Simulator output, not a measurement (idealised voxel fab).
Documented hereafter: the process module known as voxel spacer lines.
Xsec cut, 245 nm wide, square cell size 5 nm.
This document writes a cross-section as a grid whose cells are square, and gives it as bands, listed from the top down; one or more rows of cells form a band.
Band: top height; bottom height; in nm. Then, left to right: material with width in nm, for each material. "throughout": a single material spanning edge to edge. "air": empty space.
Heights are measured from 0, the level below which the as-received wafer is all one material; the lowest band has no bottom and continues downward, written as in "top 0, no bottom".
Note: "30 to 40" means the width goes from the first number (top row of the band) to the second number (bottom row) in equal steps per row of cells.
Where the words "all unchanged" appear for a step, the cross-section shows no cell changed by that step; every cell remained as before.
For the entry "Sealed internal cavities", the listed items are empty spaces with no open way to the top whose size is 8 cells or more; each item follows the pattern width x height at distance, where distance is from the left edge and all three are in nm.
What comes after the settings on a step's line is commentary from the simulator itself on that step.
overlay nm: right-of-plan distance of the mask on a masked step; negative values mean left-of-plan.

### Below is the list of planned process steps
1,RECEIVE | material Si
2,CONFORMAL_DEP | material Al2O3 | thk nm 10
3,DIRECTIONAL_DEP | material SiN | thk nm 20
4,DIRECTIONAL_DEP | material aC | thk nm 20
5,PATTERN | tone cover | mask id MANDREL | material resist | width nm 25 | pitch nm 70 | thk nm 30 | overlay nm -15
6,DIRECTIONAL_ETCH | etch materials aC | depth nm 20
7,STRIP | etch materials resist
8,CONFORMAL_DEP | material SiO2 | thk nm 10
9,DIRECTIONAL_ETCH | etch materials SiO2 | depth nm 10
10,STRIP | etch materials aC
11,DIRECTIONAL_ETCH | etch materials SiN | depth nm 20
12,STRIP | etch materials SiO2
Every wafer here starts from the same state; it is the step 5 overlay nm that distinguishes them, and the value the plan gives belongs to the first wafer.

### first wafer as received, after step 1
    top 0, no bottom = Si throughout
    Sealed internal cavities: none

### So in this table every wafer gets its own row, and what you see is where it stands at the end of the module: for each material, how many cells it picked up (+) or gave up (-) since we received it, and after that its closed voids
overlay nm -15 | +98 Al2O3 | +32 SiN | Sealed internal cavities: none
overlay nm -10 | +98 Al2O3 | +32 SiN | Sealed internal cavities: none
overlay nm -5 | +98 Al2O3 | +32 SiN | Sealed internal cavities: none
overlay nm 0 | +98 Al2O3 | +32 SiN | Sealed internal cavities: none
overlay nm 5 | +98 Al2O3 | +32 SiN | Sealed internal cavities: none
overlay nm 10 | +98 Al2O3 | +32 SiN | Sealed internal cavities: none
overlay nm 15 | +98 Al2O3 | +32 SiN | Sealed internal cavities: none
